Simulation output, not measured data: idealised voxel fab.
process module | voxel ribs on slabs
cross-section cut | 160 nm wide | cells 5 nm
A cross-section is a grid of square cells, given in bands from the top down. A band is one or more rows of cells.
Each band's line starts with the height of the band's top and of its bottom, in nm. Then come its materials from left to right, each with its width in nm. One material with "throughout" fills the band from edge to edge. "air" is empty space.
Height 0 is the level under which the wafer as received is all one material. The lowest band goes on downwards, as in "0 down".
A width such as "30 to 40" changes by the same amount from each row of cells to the next, from the band's top row to its bottom row.
"no change" after a step means that no cell of the cross-section changed.
closed voids: empty space of 8 cells or more with no open way to the top, each as width x height at its distance from the left edge, in nm
after a step's settings: what the simulator itself notes on the step
overlay nm, on a step with a mask: how far to the right of its planned place the mask lay; to the left if negative
plan
1 op RECEIVE | material Si
2 op DIRECTIONAL_DEP | material SiO2 | thk nm 25
3 op DIRECTIONAL_DEP | material SiN | thk nm 20
4 op DIRECTIONAL_DEP | material aC | thk nm 10
5 op PATTERN | tone cover | mask id RIB | material resist | width nm 30 | thk nm 30 | overlay nm 0
6 op DIRECTIONAL_ETCH | etch materials aC | depth nm 10
7 op STRIP | etch materials resist
8 op DIRECTIONAL_ETCH | etch materials SiN | depth nm 10
9 op STRIP | etch materials aC
10 op DIRECTIONAL_DEP | material aC | thk nm 15
11 op PATTERN | tone cover | mask id SLAB | material resist | width nm 90 | thk nm 30 | overlay nm 0
12 op DIRECTIONAL_ETCH | etch materials aC | depth nm 15
13 op STRIP | etch materials resist
14 op DIRECTIONAL_ETCH | etch materials SiN | depth nm 10
15 op STRIP | etch materials aC
16 op FILL_DEP | material SiO2 | thk nm 25
17 op CMP | height nm 65
18 op DIRECTIONAL_DEP | material TiN | thk nm 5
19 op DIRECTIONAL_DEP | material aC | thk nm 15
20 op PATTERN | tone cover | mask id HEATER | material resist | width nm 40 | thk nm 30 | overlay nm 0
21 op DIRECTIONAL_ETCH | etch materials aC | depth nm 15
22 op STRIP | etch materials resist
23 op DIRECTIONAL_ETCH | etch materials TiN | depth nm 5
24 op STRIP | etch materials aC
25 op CONFORMAL_DEP | material SiN | thk nm 5
as received, after step 1
  0 down: Si throughout
  closed voids: none
first wafer at the end, as planned
  75 to 70: air 55 | SiN 50 | air 55
  70 to 65: SiN 60 | TiN 40 | SiN 60
  65 to 45: SiO2 throughout
  45 to 35: SiO2 65 | SiN 30 | SiO2 65
  35 to 25: SiO2 35 | SiN 90 | SiO2 35
  25 to 0: SiO2 throughout
  0 down: Si throughout
  closed voids: none
second wafer at the end: like start, like plan, one mistake
  75 to 70: air 55 | SiN 50 | air 55
  70 to 65: SiN 60 | TiN 40 | SiN 60
  65 to 55: SiO2 65 | SiN 30 | SiO2 65
  55 to 45: SiO2 35 | SiN 90 | SiO2 35
  45 to 25: SiN throughout
  25 to 0: SiO2 throughout
  0 down: Si throughout
  closed voids: none
what went wrong: step 3 was run twice
at the end the second wafer has, in cells: 128 more of SiN | 128 fewer of SiO2
